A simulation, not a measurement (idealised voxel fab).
process module | voxel transistor to metal
cross-section cut | 215 nm wide | cells 5 nm
A cross-section is a grid of square cells, given in bands from the top down. A band is one or more rows of cells.
Each band's line starts with the height of the band's top and of its bottom, in nm. Then come its materials from left to right, each with its width in nm. One material with "throughout" fills the band from edge to edge. "air" is empty space.
Height 0 is the level under which the wafer as received is all one material. The lowest band goes on downwards, as in "0 down".
A width such as "30 to 40" changes by the same amount from each row of cells to the next, from the band's top row to its bottom row.
"no change" after a step means that no cell of the cross-section changed.
closed voids: empty space of 8 cells or more with no open way to the top, each as width x height at its distance from the left edge, in nm
after a step's settings: what the simulator itself notes on the step
overlay nm, on a step with a mask: how far to the right of its planned place the mask lay; to the left if negative
plan
1 op RECEIVE | material Si
2 op OXIDIZE | depth nm 5
3 op CONFORMAL_DEP | material SiN | thk nm 15
4 op MASKED_ETCH | tone cover | mask id ACTIVE | width nm 135 | etch materials SiN | depth nm 15 | overlay nm 0
5 op MASKED_ETCH | tone cover | mask id ACTIVE | width nm 135 | etch materials SiO2 | depth nm 5 | overlay nm 0
6 op MASKED_ETCH | tone cover | mask id ACTIVE | width nm 135 | etch materials Si | depth nm 35 | overlay nm 0
7 op OXIDIZE | depth nm 5
8 op FILL_DEP | material SiO2 | thk nm 5
9 op CMP | height nm 15
10 op SELECTIVE_ETCH | etch materials SiO2 | depth nm 10
11 op STRIP | etch materials SiN
12 op SELECTIVE_ETCH | etch materials SiO2 | depth nm 5
13 op OXIDIZE | depth nm 5
14 op DIRECTIONAL_DEP | material polySi | thk nm 25
15 op DIRECTIONAL_DEP | material SiCN | thk nm 10
16 op PATTERN | tone cover | mask id GATE | material resist | width nm 35 | thk nm 15 | overlay nm 0
17 op DIRECTIONAL_ETCH | etch materials SiCN | depth nm 20
18 op DIRECTIONAL_ETCH | etch materials polySi | depth nm 35
19 op STRIP | etch materials resist
20 op CONFORMAL_DEP | material SiO2 | thk nm 5
21 op DIRECTIONAL_ETCH | etch materials SiO2 | depth nm 5
22 op CONFORMAL_DEP | material SiN | thk nm 5
23 op DIRECTIONAL_ETCH | etch materials SiN | depth nm 5
24 op DIRECTIONAL_ETCH | etch materials SiO2 | depth nm 5
25 op DIRECTIONAL_ETCH | etch materials Si | depth nm 5
26 op EPI | material pSi | thk nm 5
27 op FILL_DEP | material SiO2 | thk nm 10
28 op CMP | height nm 20
29 op STRIP | etch materials polySi
30 op SELECTIVE_ETCH | etch materials SiO2 | depth nm 5
31 op CONFORMAL_DEP | material HfO2 | thk nm 5
32 op CONFORMAL_DEP | material TiN | thk nm 5
33 op FILL_DEP | material W | thk nm 5
34 op CMP | height nm 15
35 op DIRECTIONAL_DEP | material SiO2 | thk nm 15
36 op MASKED_ETCH | tone open | mask id CONTACT | width nm 20 | pitch nm 95 | etch materials SiO2 | depth nm 40 | overlay nm 0
37 op CONFORMAL_DEP | material TiN | thk nm 5
38 op FILL_DEP | material Ru | thk nm 10
39 op CMP | height nm 30
40 op DIRECTIONAL_DEP | material TiN | thk nm 5
41 op DIRECTIONAL_DEP | material W | thk nm 20
42 op PATTERN | tone cover | mask id METAL_1 | material resist | width nm 20 | pitch nm 95 | thk nm 15 | overlay nm 0
43 op DIRECTIONAL_ETCH | etch materials W | depth nm 20
44 op DIRECTIONAL_ETCH | etch materials TiN | depth nm 5
45 op STRIP | etch materials resist
46 op CONFORMAL_DEP | material SiCN | thk nm 5
47 op FILL_DEP | material lowk | thk nm 5
48 op CMP | height nm 55
49 op CONFORMAL_DEP | material SiCN | thk nm 5
50 op DIRECTIONAL_DEP | material lowk | thk nm 25
51 op PATTERN | tone open | mask id METAL_2_HOLES | material resist | width nm 15 | pitch nm 95 | thk nm 20 | overlay nm 0
52 op DIRECTIONAL_ETCH | etch materials lowk | depth nm 25
53 op STRIP | etch materials resist
54 op DIRECTIONAL_DEP | material aC | thk nm 10
55 op PATTERN | tone open | mask id METAL_2 | material resist | width nm 20 | pitch nm 95 | thk nm 25 | overlay nm 0
56 op DIRECTIONAL_ETCH | etch materials aC | depth nm 10
57 op STRIP | etch materials resist
58 op DIRECTIONAL_ETCH | etch materials lowk | depth nm 15
59 op DIRECTIONAL_ETCH | etch materials SiCN | depth nm 5
60 op STRIP | etch materials aC
61 op CONFORMAL_DEP | material TiN | thk nm 5
62 op FILL_DEP | material Ru | thk nm 5
63 op CMP | height nm 85
64 op CONFORMAL_DEP | material SiCN | thk nm 5
first wafer, as planned
as received, after step 1
  0 down: Si throughout
  closed voids: none
after step 2
  0 to -5: SiO2 throughout
  below -5: unchanged
after step 3
  15 to 0: SiN throughout
  below 0: unchanged
after step 4
  15 to 0: air 40 | SiN 135 | air 40
  below 0: unchanged
after step 5
  15 to 0: air 40 | SiN 135 | air 40
  0 to -5: air 40 | SiO2 135 | air 40
  below -5: unchanged
after step 6
  15 to 0: air 40 | SiN 135 | air 40
  0 to -5: air 40 | SiO2 135 | air 40
  -5 to -40: air 40 | Si 135 | air 40
  below -40: unchanged
after step 7
  15 to 0: air 40 | SiN 135 | air 40
  0 to -5: air 40 | SiO2 135 | air 40
  -5 to -40: air 40 | SiO2 5 | Si 125 | SiO2 5 | air 40
  -40 to -45: SiO2 45 | Si 125 | SiO2 45
  below -45: unchanged
after step 8
  20 to 15: SiO2 throughout
  15 to 0: SiO2 40 | SiN 135 | SiO2 40
  0 to -5: SiO2 throughout
  -5 to -45: SiO2 45 | Si 125 | SiO2 45
  below -45: unchanged
after step 9
  15 to 0: SiO2 40 | SiN 135 | SiO2 40
  below 0: unchanged
after step 10
  15 to 5: air 40 | SiN 135 | air 40
  below 5: unchanged
after step 11
  5 to 0: SiO2 40 | air 135 | SiO2 40
  below 0: unchanged
after step 12
  0 to -5: SiO2 35 | air 145 | SiO2 35
  below -5: unchanged
after step 13
  0 to -5: SiO2 35 | air 145 | SiO2 35
  -5 to -10: SiO2 throughout
  below -10: unchanged
after step 14
  25 to 20: polySi 35 | air 145 | polySi 35
  20 to 0: polySi throughout
  0 to -5: SiO2 35 | polySi 145 | SiO2 35
  below -5: unchanged
after step 15
  35 to 30: SiCN 35 | air 145 | SiCN 35
  30 to 25: SiCN throughout
  25 to 20: polySi 35 | SiCN 145 | polySi 35
  below 20: unchanged
after step 16
  50 to 35: air 90 | resist 35 | air 90
  35 to 30: SiCN 35 | air 55 | resist 35 | air 55 | SiCN 35
  below 30: unchanged
after step 17
  50 to 30: air 90 | resist 35 | air 90
  30 to 25: air 90 | SiCN 35 | air 90
  25 to 20: polySi 35 | air 55 | SiCN 35 | air 55 | polySi 35
  below 20: unchanged
after step 18
  50 to 30: air 90 | resist 35 | air 90
  30 to 20: air 90 | SiCN 35 | air 90
  20 to 0: air 90 | polySi 35 | air 90
  0 to -5: SiO2 35 | air 55 | polySi 35 | air 55 | SiO2 35
  below -5: unchanged
after step 19
  30 to 20: air 90 | SiCN 35 | air 90
  below 20: unchanged
after step 20
  35 to 30: air 85 | SiO2 45 | air 85
  30 to 20: air 85 | SiO2 5 | SiCN 35 | SiO2 5 | air 85
  20 to 5: air 85 | SiO2 5 | polySi 35 | SiO2 5 | air 85
  5 to 0: SiO2 40 | air 45 | SiO2 5 | polySi 35 | SiO2 5 | air 45 | SiO2 40
  0 to -5: SiO2 90 | polySi 35 | SiO2 90
  below -5: unchanged
after step 21
  30 to 20: air 85 | SiO2 5 | SiCN 35 | SiO2 5 | air 85
  20 to 0: air 85 | SiO2 5 | polySi 35 | SiO2 5 | air 85
  0 to -5: SiO2 40 | air 45 | SiO2 5 | polySi 35 | SiO2 5 | air 45 | SiO2 40
  below -5: unchanged
after step 22
  35 to 30: air 80 | SiN 55 | air 80
  30 to 20: air 80 | SiN 5 | SiO2 5 | SiCN 35 | SiO2 5 | SiN 5 | air 80
  20 to 5: air 80 | SiN 5 | SiO2 5 | polySi 35 | SiO2 5 | SiN 5 | air 80
  5 to 0: SiN 45 | air 35 | SiN 5 | SiO2 5 | polySi 35 | SiO2 5 | SiN 5 | air 35 | SiN 45
  0 to -5: SiO2 40 | SiN 45 | SiO2 5 | polySi 35 | SiO2 5 | SiN 45 | SiO2 40
  below -5: unchanged
after step 23
  30 to 20: air 80 | SiN 5 | SiO2 5 | SiCN 35 | SiO2 5 | SiN 5 | air 80
  20 to 0: air 80 | SiN 5 | SiO2 5 | polySi 35 | SiO2 5 | SiN 5 | air 80
  0 to -5: SiO2 40 | SiN 5 | air 35 | SiN 5 | SiO2 5 | polySi 35 | SiO2 5 | SiN 5 | air 35 | SiN 5 | SiO2 40
  below -5: unchanged
after step 24
  30 to 25: air 80 | SiN 5 | air 5 | SiCN 35 | air 5 | SiN 5 | air 80
  25 to 20: air 80 | SiN 5 | SiO2 5 | SiCN 35 | SiO2 5 | SiN 5 | air 80
  20 to 0: air 80 | SiN 5 | SiO2 5 | polySi 35 | SiO2 5 | SiN 5 | air 80
  0 to -5: air 40 | SiN 5 | air 35 | SiN 5 | SiO2 5 | polySi 35 | SiO2 5 | SiN 5 | air 35 | SiN 5 | air 40
  -5 to -10: SiO2 45 | air 35 | SiO2 55 | air 35 | SiO2 45
  below -10: unchanged
after step 25
  30 to 25: air 80 | SiN 5 | air 5 | SiCN 35 | air 5 | SiN 5 | air 80
  25 to 20: air 80 | SiN 5 | SiO2 5 | SiCN 35 | SiO2 5 | SiN 5 | air 80
  20 to 0: air 80 | SiN 5 | SiO2 5 | polySi 35 | SiO2 5 | SiN 5 | air 80
  0 to -5: air 40 | SiN 5 | air 35 | SiN 5 | SiO2 5 | polySi 35 | SiO2 5 | SiN 5 | air 35 | SiN 5 | air 40
  -5 to -10: SiO2 45 | air 35 | SiO2 55 | air 35 | SiO2 45
  -10 to -15: SiO2 45 | air 35 | Si 55 | air 35 | SiO2 45
  below -15: unchanged
after step 26
  30 to 25: air 80 | SiN 5 | air 5 | SiCN 35 | air 5 | SiN 5 | air 80
  25 to 20: air 80 | SiN 5 | SiO2 5 | SiCN 35 | SiO2 5 | SiN 5 | air 80
  20 to 0: air 80 | SiN 5 | SiO2 5 | polySi 35 | SiO2 5 | SiN 5 | air 80
  0 to -5: air 40 | SiN 5 | air 35 | SiN 5 | SiO2 5 | polySi 35 | SiO2 5 | SiN 5 | air 35 | SiN 5 | air 40
  -5 to -10: SiO2 45 | air 30 | pSi 5 | SiO2 55 | pSi 5 | air 30 | SiO2 45
  -10 to -15: SiO2 45 | pSi 35 | Si 55 | pSi 35 | SiO2 45
  below -15: unchanged
after step 27
  40 to 30: SiO2 throughout
  30 to 20: SiO2 80 | SiN 5 | SiO2 5 | SiCN 35 | SiO2 5 | SiN 5 | SiO2 80
  20 to 0: SiO2 80 | SiN 5 | SiO2 5 | polySi 35 | SiO2 5 | SiN 5 | SiO2 80
  0 to -5: SiO2 40 | SiN 5 | SiO2 35 | SiN 5 | SiO2 5 | polySi 35 | SiO2 5 | SiN 5 | SiO2 35 | SiN 5 | SiO2 40
  -5 to -10: SiO2 75 | pSi 5 | SiO2 55 | pSi 5 | SiO2 75
  below -10: unchanged
after step 28
  20 to 0: SiO2 80 | SiN 5 | SiO2 5 | polySi 35 | SiO2 5 | SiN 5 | SiO2 80
  below 0: unchanged
after step 29
  20 to 0: SiO2 80 | SiN 5 | SiO2 5 | air 35 | SiO2 5 | SiN 5 | SiO2 80
  0 to -5: SiO2 40 | SiN 5 | SiO2 35 | SiN 5 | SiO2 5 | air 35 | SiO2 5 | SiN 5 | SiO2 35 | SiN 5 | SiO2 40
  below -5: unchanged
after step 30
  20 to 15: air 80 | SiN 5 | air 45 | SiN 5 | air 80
  15 to 0: SiO2 80 | SiN 5 | air 45 | SiN 5 | SiO2 80
  0 to -5: SiO2 40 | SiN 5 | SiO2 35 | SiN 5 | air 45 | SiN 5 | SiO2 35 | SiN 5 | SiO2 40
  -5 to -10: SiO2 75 | pSi 5 | SiO2 5 | air 45 | SiO2 5 | pSi 5 | SiO2 75
  below -10: unchanged
after step 31
  25 to 20: air 75 | HfO2 15 | air 35 | HfO2 15 | air 75
  20 to 15: HfO2 80 | SiN 5 | HfO2 5 | air 35 | HfO2 5 | SiN 5 | HfO2 80
  15 to 0: SiO2 80 | SiN 5 | HfO2 5 | air 35 | HfO2 5 | SiN 5 | SiO2 80
  0 to -5: SiO2 40 | SiN 5 | SiO2 35 | SiN 5 | HfO2 5 | air 35 | HfO2 5 | SiN 5 | SiO2 35 | SiN 5 | SiO2 40
  -5 to -10: SiO2 75 | pSi 5 | SiO2 5 | HfO2 45 | SiO2 5 | pSi 5 | SiO2 75
  below -10: unchanged
after step 32
  30 to 25: air 70 | TiN 25 | air 25 | TiN 25 | air 70
  25 to 20: TiN 75 | HfO2 15 | TiN 5 | air 25 | TiN 5 | HfO2 15 | TiN 75
  20 to 15: HfO2 80 | SiN 5 | HfO2 5 | TiN 5 | air 25 | TiN 5 | HfO2 5 | SiN 5 | HfO2 80
  15 to 0: SiO2 80 | SiN 5 | HfO2 5 | TiN 5 | air 25 | TiN 5 | HfO2 5 | SiN 5 | SiO2 80
  0 to -5: SiO2 40 | SiN 5 | SiO2 35 | SiN 5 | HfO2 5 | TiN 35 | HfO2 5 | SiN 5 | SiO2 35 | SiN 5 | SiO2 40
  below -5: unchanged
after step 33
  35 to 30: W throughout
  30 to 25: W 70 | TiN 25 | W 25 | TiN 25 | W 70
  25 to 20: TiN 75 | HfO2 15 | TiN 5 | W 25 | TiN 5 | HfO2 15 | TiN 75
  20 to 15: HfO2 80 | SiN 5 | HfO2 5 | TiN 5 | W 25 | TiN 5 | HfO2 5 | SiN 5 | HfO2 80
  15 to 0: SiO2 80 | SiN 5 | HfO2 5 | TiN 5 | W 25 | TiN 5 | HfO2 5 | SiN 5 | SiO2 80
  below 0: unchanged
after step 34
  15 to 0: SiO2 80 | SiN 5 | HfO2 5 | TiN 5 | W 25 | TiN 5 | HfO2 5 | SiN 5 | SiO2 80
  below 0: unchanged
after step 35
  30 to 15: SiO2 throughout
  below 15: unchanged
after step 36
  30 to 15: SiO2 50 | air 20 | SiO2 75 | air 20 | SiO2 50
  15 to 0: SiO2 50 | air 20 | SiO2 10 | SiN 5 | HfO2 5 | TiN 5 | W 25 | TiN 5 | HfO2 5 | SiN 5 | SiO2 10 | air 20 | SiO2 50
  0 to -5: SiO2 40 | SiN 5 | SiO2 5 | air 20 | SiO2 10 | SiN 5 | HfO2 5 | TiN 35 | HfO2 5 | SiN 5 | SiO2 10 | air 20 | SiO2 5 | SiN 5 | SiO2 40
  -5 to -10: SiO2 50 | air 20 | SiO2 5 | pSi 5 | SiO2 5 | HfO2 45 | SiO2 5 | pSi 5 | SiO2 5 | air 20 | SiO2 50
  below -10: unchanged
after step 37
  35 to 30: TiN 55 | air 10 | TiN 85 | air 10 | TiN 55
  30 to 15: SiO2 50 | TiN 5 | air 10 | TiN 5 | SiO2 75 | TiN 5 | air 10 | TiN 5 | SiO2 50
  15 to 0: SiO2 50 | TiN 5 | air 10 | TiN 5 | SiO2 10 | SiN 5 | HfO2 5 | TiN 5 | W 25 | TiN 5 | HfO2 5 | SiN 5 | SiO2 10 | TiN 5 | air 10 | TiN 5 | SiO2 50
  0 to -5: SiO2 40 | SiN 5 | SiO2 5 | TiN 5 | air 10 | TiN 5 | SiO2 10 | SiN 5 | HfO2 5 | TiN 35 | HfO2 5 | SiN 5 | SiO2 10 | TiN 5 | air 10 | TiN 5 | SiO2 5 | SiN 5 | SiO2 40
  -5 to -10: SiO2 50 | TiN 20 | SiO2 5 | pSi 5 | SiO2 5 | HfO2 45 | SiO2 5 | pSi 5 | SiO2 5 | TiN 20 | SiO2 50
  below -10: unchanged
after step 38
  45 to 35: Ru throughout
  35 to 30: TiN 55 | Ru 10 | TiN 85 | Ru 10 | TiN 55
  30 to 15: SiO2 50 | TiN 5 | Ru 10 | TiN 5 | SiO2 75 | TiN 5 | Ru 10 | TiN 5 | SiO2 50
  15 to 0: SiO2 50 | TiN 5 | Ru 10 | TiN 5 | SiO2 10 | SiN 5 | HfO2 5 | TiN 5 | W 25 | TiN 5 | HfO2 5 | SiN 5 | SiO2 10 | TiN 5 | Ru 10 | TiN 5 | SiO2 50
  0 to -5: SiO2 40 | SiN 5 | SiO2 5 | TiN 5 | Ru 10 | TiN 5 | SiO2 10 | SiN 5 | HfO2 5 | TiN 35 | HfO2 5 | SiN 5 | SiO2 10 | TiN 5 | Ru 10 | TiN 5 | SiO2 5 | SiN 5 | SiO2 40
  below -5: unchanged
after step 39
  30 to 15: SiO2 50 | TiN 5 | Ru 10 | TiN 5 | SiO2 75 | TiN 5 | Ru 10 | TiN 5 | SiO2 50
  below 15: unchanged
after step 40
  35 to 30: TiN throughout
  below 30: unchanged
after step 41
  55 to 35: W throughout
  below 35: unchanged
after step 42
  70 to 55: air 50 | resist 20 | air 75 | resist 20 | air 50
  below 55: unchanged
after step 43
  70 to 55: air 50 | resist 20 | air 75 | resist 20 | air 50
  55 to 35: air 50 | W 20 | air 75 | W 20 | air 50
  below 35: unchanged
after step 44
  70 to 55: air 50 | resist 20 | air 75 | resist 20 | air 50
  55 to 35: air 50 | W 20 | air 75 | W 20 | air 50
  35 to 30: air 50 | TiN 20 | air 75 | TiN 20 | air 50
  below 30: unchanged
after step 45
  55 to 35: air 50 | W 20 | air 75 | W 20 | air 50
  below 35: unchanged
after step 46
  60 to 55: air 45 | SiCN 30 | air 65 | SiCN 30 | air 45
  55 to 35: air 45 | SiCN 5 | W 20 | SiCN 5 | air 65 | SiCN 5 | W 20 | SiCN 5 | air 45
  35 to 30: SiCN 50 | TiN 20 | SiCN 75 | TiN 20 | SiCN 50
  below 30: unchanged
after step 47
  65 to 60: lowk throughout
  60 to 55: lowk 45 | SiCN 30 | lowk 65 | SiCN 30 | lowk 45
  55 to 35: lowk 45 | SiCN 5 | W 20 | SiCN 5 | lowk 65 | SiCN 5 | W 20 | SiCN 5 | lowk 45
  below 35: unchanged
after step 48
  55 to 35: lowk 45 | SiCN 5 | W 20 | SiCN 5 | lowk 65 | SiCN 5 | W 20 | SiCN 5 | lowk 45
  below 35: unchanged
after step 49
  60 to 55: SiCN throughout
  below 55: unchanged
after step 50
  85 to 60: lowk throughout
  below 60: unchanged
after step 51
  105 to 85: resist 50 | air 15 | resist 80 | air 15 | resist 55
  below 85: unchanged
after step 52
  105 to 85: resist 50 | air 15 | resist 80 | air 15 | resist 55
  85 to 60: lowk 50 | air 15 | lowk 80 | air 15 | lowk 55
  below 60: unchanged
after step 53
  85 to 60: lowk 50 | air 15 | lowk 80 | air 15 | lowk 55
  below 60: unchanged
after step 54
  95 to 85: aC 50 | air 15 | aC 80 | air 15 | aC 55
  85 to 70: lowk 50 | air 15 | lowk 80 | air 15 | lowk 55
  70 to 60: lowk 50 | aC 15 | lowk 80 | aC 15 | lowk 55
  below 60: unchanged
after step 55
  120 to 95: resist 50 | air 20 | resist 75 | air 20 | resist 50
  below 95: unchanged
after step 56
  110 to 95: resist 50 | air 20 | resist 75 | air 20 | resist 50
  95 to 85: aC 50 | air 20 | aC 75 | air 20 | aC 50
  85 to 60: lowk 50 | air 15 | lowk 80 | air 15 | lowk 55
  below 60: unchanged
after step 57
  95 to 85: aC 50 | air 20 | aC 75 | air 20 | aC 50
  below 85: unchanged
after step 58
  95 to 85: aC 50 | air 20 | aC 75 | air 20 | aC 50
  85 to 70: lowk 50 | air 20 | lowk 75 | air 20 | lowk 50
  below 70: unchanged
after step 59
  95 to 85: aC 50 | air 20 | aC 75 | air 20 | aC 50
  85 to 70: lowk 50 | air 20 | lowk 75 | air 20 | lowk 50
  70 to 60: lowk 50 | air 15 | lowk 80 | air 15 | lowk 55
  60 to 55: SiCN 50 | air 15 | SiCN 80 | air 15 | SiCN 55
  below 55: unchanged
after step 60
  85 to 70: lowk 50 | air 20 | lowk 75 | air 20 | lowk 50
  below 70: unchanged
after step 61
  90 to 85: TiN 55 | air 10 | TiN 85 | air 10 | TiN 55
  85 to 75: lowk 50 | TiN 5 | air 10 | TiN 5 | lowk 75 | TiN 5 | air 10 | TiN 5 | lowk 50
  75 to 70: lowk 50 | TiN 5 | air 5 | TiN 10 | lowk 75 | TiN 5 | air 5 | TiN 10 | lowk 50
  70 to 60: lowk 50 | TiN 5 | air 5 | TiN 5 | lowk 80 | TiN 5 | air 5 | TiN 5 | lowk 55
  60 to 55: SiCN 50 | TiN 15 | SiCN 80 | TiN 15 | SiCN 55
  below 55: unchanged
after step 62
  95 to 90: Ru throughout
  90 to 85: TiN 55 | Ru 10 | TiN 85 | Ru 10 | TiN 55
  85 to 75: lowk 50 | TiN 5 | Ru 10 | TiN 5 | lowk 75 | TiN 5 | Ru 10 | TiN 5 | lowk 50
  75 to 70: lowk 50 | TiN 5 | Ru 5 | TiN 10 | lowk 75 | TiN 5 | Ru 5 | TiN 10 | lowk 50
  70 to 60: lowk 50 | TiN 5 | Ru 5 | TiN 5 | lowk 80 | TiN 5 | Ru 5 | TiN 5 | lowk 55
  below 60: unchanged
after step 63
  85 to 75: lowk 50 | TiN 5 | Ru 10 | TiN 5 | lowk 75 | TiN 5 | Ru 10 | TiN 5 | lowk 50
  below 75: unchanged
after step 64
  90 to 85: SiCN throughout
  below 85: unchanged
second wafer: like start, like plan, one mistake. Through step 31 it matches the first wafer
when step 32 should have ended
  30 to 25: air 70 | lowk 25 | air 25 | lowk 25 | air 70
  25 to 20: lowk 75 | HfO2 15 | lowk 5 | air 25 | lowk 5 | HfO2 15 | lowk 75
  20 to 15: HfO2 80 | SiN 5 | HfO2 5 | lowk 5 | air 25 | lowk 5 | HfO2 5 | SiN 5 | HfO2 80
  15 to 0: SiO2 80 | SiN 5 | HfO2 5 | lowk 5 | air 25 | lowk 5 | HfO2 5 | SiN 5 | SiO2 80
  0 to -5: SiO2 40 | SiN 5 | SiO2 35 | SiN 5 | HfO2 5 | lowk 35 | HfO2 5 | SiN 5 | SiO2 35 | SiN 5 | SiO2 40
  below -5: unchanged
when step 33 should have ended
  35 to 30: W throughout
  30 to 25: W 70 | lowk 25 | W 25 | lowk 25 | W 70
  25 to 20: lowk 75 | HfO2 15 | lowk 5 | W 25 | lowk 5 | HfO2 15 | lowk 75
  20 to 15: HfO2 80 | SiN 5 | HfO2 5 | lowk 5 | W 25 | lowk 5 | HfO2 5 | SiN 5 | HfO2 80
  15 to 0: SiO2 80 | SiN 5 | HfO2 5 | lowk 5 | W 25 | lowk 5 | HfO2 5 | SiN 5 | SiO2 80
  below 0: unchanged
when step 34 should have ended
  15 to 0: SiO2 80 | SiN 5 | HfO2 5 | lowk 5 | W 25 | lowk 5 | HfO2 5 | SiN 5 | SiO2 80
  below 0: unchanged
when step 35 should have ended
  30 to 15: SiO2 throughout
  below 15: unchanged
when step 36 should have ended
  30 to 15: SiO2 50 | air 20 | SiO2 75 | air 20 | SiO2 50
  15 to 0: SiO2 50 | air 20 | SiO2 10 | SiN 5 | HfO2 5 | lowk 5 | W 25 | lowk 5 | HfO2 5 | SiN 5 | SiO2 10 | air 20 | SiO2 50
  0 to -5: SiO2 40 | SiN 5 | SiO2 5 | air 20 | SiO2 10 | SiN 5 | HfO2 5 | lowk 35 | HfO2 5 | SiN 5 | SiO2 10 | air 20 | SiO2 5 | SiN 5 | SiO2 40
  -5 to -10: SiO2 50 | air 20 | SiO2 5 | pSi 5 | SiO2 5 | HfO2 45 | SiO2 5 | pSi 5 | SiO2 5 | air 20 | SiO2 50
  below -10: unchanged
when step 37 should have ended
  35 to 30: TiN 55 | air 10 | TiN 85 | air 10 | TiN 55
  30 to 15: SiO2 50 | TiN 5 | air 10 | TiN 5 | SiO2 75 | TiN 5 | air 10 | TiN 5 | SiO2 50
  15 to 0: SiO2 50 | TiN 5 | air 10 | TiN 5 | SiO2 10 | SiN 5 | HfO2 5 | lowk 5 | W 25 | lowk 5 | HfO2 5 | SiN 5 | SiO2 10 | TiN 5 | air 10 | TiN 5 | SiO2 50
  0 to -5: SiO2 40 | SiN 5 | SiO2 5 | TiN 5 | air 10 | TiN 5 | SiO2 10 | SiN 5 | HfO2 5 | lowk 35 | HfO2 5 | SiN 5 | SiO2 10 | TiN 5 | air 10 | TiN 5 | SiO2 5 | SiN 5 | SiO2 40
  -5 to -10: SiO2 50 | TiN 20 | SiO2 5 | pSi 5 | SiO2 5 | HfO2 45 | SiO2 5 | pSi 5 | SiO2 5 | TiN 20 | SiO2 50
  below -10: unchanged
when step 38 should have ended
  45 to 35: Ru throughout
  35 to 30: TiN 55 | Ru 10 | TiN 85 | Ru 10 | TiN 55
  30 to 15: SiO2 50 | TiN 5 | Ru 10 | TiN 5 | SiO2 75 | TiN 5 | Ru 10 | TiN 5 | SiO2 50
  15 to 0: SiO2 50 | TiN 5 | Ru 10 | TiN 5 | SiO2 10 | SiN 5 | HfO2 5 | lowk 5 | W 25 | lowk 5 | HfO2 5 | SiN 5 | SiO2 10 | TiN 5 | Ru 10 | TiN 5 | SiO2 50
  0 to -5: SiO2 40 | SiN 5 | SiO2 5 | TiN 5 | Ru 10 | TiN 5 | SiO2 10 | SiN 5 | HfO2 5 | lowk 35 | HfO2 5 | SiN 5 | SiO2 10 | TiN 5 | Ru 10 | TiN 5 | SiO2 5 | SiN 5 | SiO2 40
  below -5: unchanged
when step 39 should have ended
  30 to 15: SiO2 50 | TiN 5 | Ru 10 | TiN 5 | SiO2 75 | TiN 5 | Ru 10 | TiN 5 | SiO2 50
  below 15: unchanged
when step 40 should have ended
  35 to 30: TiN throughout
  below 30: unchanged
when step 41 should have ended
  55 to 35: W throughout
  below 35: unchanged
when step 42 should have ended
  70 to 55: air 50 | resist 20 | air 75 | resist 20 | air 50
  below 55: unchanged
when step 43 should have ended
  70 to 55: air 50 | resist 20 | air 75 | resist 20 | air 50
  55 to 35: air 50 | W 20 | air 75 | W 20 | air 50
  below 35: unchanged
when step 44 should have ended
  70 to 55: air 50 | resist 20 | air 75 | resist 20 | air 50
  55 to 35: air 50 | W 20 | air 75 | W 20 | air 50
  35 to 30: air 50 | TiN 20 | air 75 | TiN 20 | air 50
  below 30: unchanged
when step 45 should have ended
  55 to 35: air 50 | W 20 | air 75 | W 20 | air 50
  below 35: unchanged
when step 46 should have ended
  60 to 55: air 45 | SiCN 30 | air 65 | SiCN 30 | air 45
  55 to 35: air 45 | SiCN 5 | W 20 | SiCN 5 | air 65 | SiCN 5 | W 20 | SiCN 5 | air 45
  35 to 30: SiCN 50 | TiN 20 | SiCN 75 | TiN 20 | SiCN 50
  below 30: unchanged
when step 47 should have ended
  65 to 60: lowk throughout
  60 to 55: lowk 45 | SiCN 30 | lowk 65 | SiCN 30 | lowk 45
  55 to 35: lowk 45 | SiCN 5 | W 20 | SiCN 5 | lowk 65 | SiCN 5 | W 20 | SiCN 5 | lowk 45
  below 35: unchanged
when step 48 should have ended
  55 to 35: lowk 45 | SiCN 5 | W 20 | SiCN 5 | lowk 65 | SiCN 5 | W 20 | SiCN 5 | lowk 45
  below 35: unchanged
when step 49 should have ended
  60 to 55: SiCN throughout
  below 55: unchanged
when step 50 should have ended
  85 to 60: lowk throughout
  below 60: unchanged
when step 51 should have ended
  105 to 85: resist 50 | air 15 | resist 80 | air 15 | resist 55
  below 85: unchanged
when step 52 should have ended
  105 to 85: resist 50 | air 15 | resist 80 | air 15 | resist 55
  85 to 60: lowk 50 | air 15 | lowk 80 | air 15 | lowk 55
  below 60: unchanged
when step 53 should have ended
  85 to 60: lowk 50 | air 15 | lowk 80 | air 15 | lowk 55
  below 60: unchanged
when step 54 should have ended
  95 to 85: aC 50 | air 15 | aC 80 | air 15 | aC 55
  85 to 70: lowk 50 | air 15 | lowk 80 | air 15 | lowk 55
  70 to 60: lowk 50 | aC 15 | lowk 80 | aC 15 | lowk 55
  below 60: unchanged
when step 55 should have ended
  120 to 95: resist 50 | air 20 | resist 75 | air 20 | resist 50
  below 95: unchanged
when step 56 should have ended
  110 to 95: resist 50 | air 20 | resist 75 | air 20 | resist 50
  95 to 85: aC 50 | air 20 | aC 75 | air 20 | aC 50
  85 to 60: lowk 50 | air 15 | lowk 80 | air 15 | lowk 55
  below 60: unchanged
when step 57 should have ended
  95 to 85: aC 50 | air 20 | aC 75 | air 20 | aC 50
  below 85: unchanged
when step 58 should have ended
  95 to 85: aC 50 | air 20 | aC 75 | air 20 | aC 50
  85 to 70: lowk 50 | air 20 | lowk 75 | air 20 | lowk 50
  below 70: unchanged
when step 59 should have ended
  95 to 85: aC 50 | air 20 | aC 75 | air 20 | aC 50
  85 to 70: lowk 50 | air 20 | lowk 75 | air 20 | lowk 50
  70 to 60: lowk 50 | air 15 | lowk 80 | air 15 | lowk 55
  60 to 55: SiCN 50 | air 15 | SiCN 80 | air 15 | SiCN 55
  below 55: unchanged
when step 60 should have ended
  85 to 70: lowk 50 | air 20 | lowk 75 | air 20 | lowk 50
  below 70: unchanged
when step 61 should have ended
  90 to 85: TiN 55 | air 10 | TiN 85 | air 10 | TiN 55
  85 to 75: lowk 50 | TiN 5 | air 10 | TiN 5 | lowk 75 | TiN 5 | air 10 | TiN 5 | lowk 50
  75 to 70: lowk 50 | TiN 5 | air 5 | TiN 10 | lowk 75 | TiN 5 | air 5 | TiN 10 | lowk 50
  70 to 60: lowk 50 | TiN 5 | air 5 | TiN 5 | lowk 80 | TiN 5 | air 5 | TiN 5 | lowk 55
  60 to 55: SiCN 50 | TiN 15 | SiCN 80 | TiN 15 | SiCN 55
  below 55: unchanged
when step 62 should have ended
  95 to 90: Ru throughout
  90 to 85: TiN 55 | Ru 10 | TiN 85 | Ru 10 | TiN 55
  85 to 75: lowk 50 | TiN 5 | Ru 10 | TiN 5 | lowk 75 | TiN 5 | Ru 10 | TiN 5 | lowk 50
  75 to 70: lowk 50 | TiN 5 | Ru 5 | TiN 10 | lowk 75 | TiN 5 | Ru 5 | TiN 10 | lowk 50
  70 to 60: lowk 50 | TiN 5 | Ru 5 | TiN 5 | lowk 80 | TiN 5 | Ru 5 | TiN 5 | lowk 55
  below 60: unchanged
when step 63 should have ended
  85 to 75: lowk 50 | TiN 5 | Ru 10 | TiN 5 | lowk 75 | TiN 5 | Ru 10 | TiN 5 | lowk 50
  below 75: unchanged
when step 64 should have ended
  90 to 85: SiCN throughout
  below 85: unchanged
what went wrong: step 32 ran as: op CONFORMAL_DEP | material lowk | thk nm 5
at the end the second wafer has, in cells: 13 fewer of TiN | 13 more of lowk
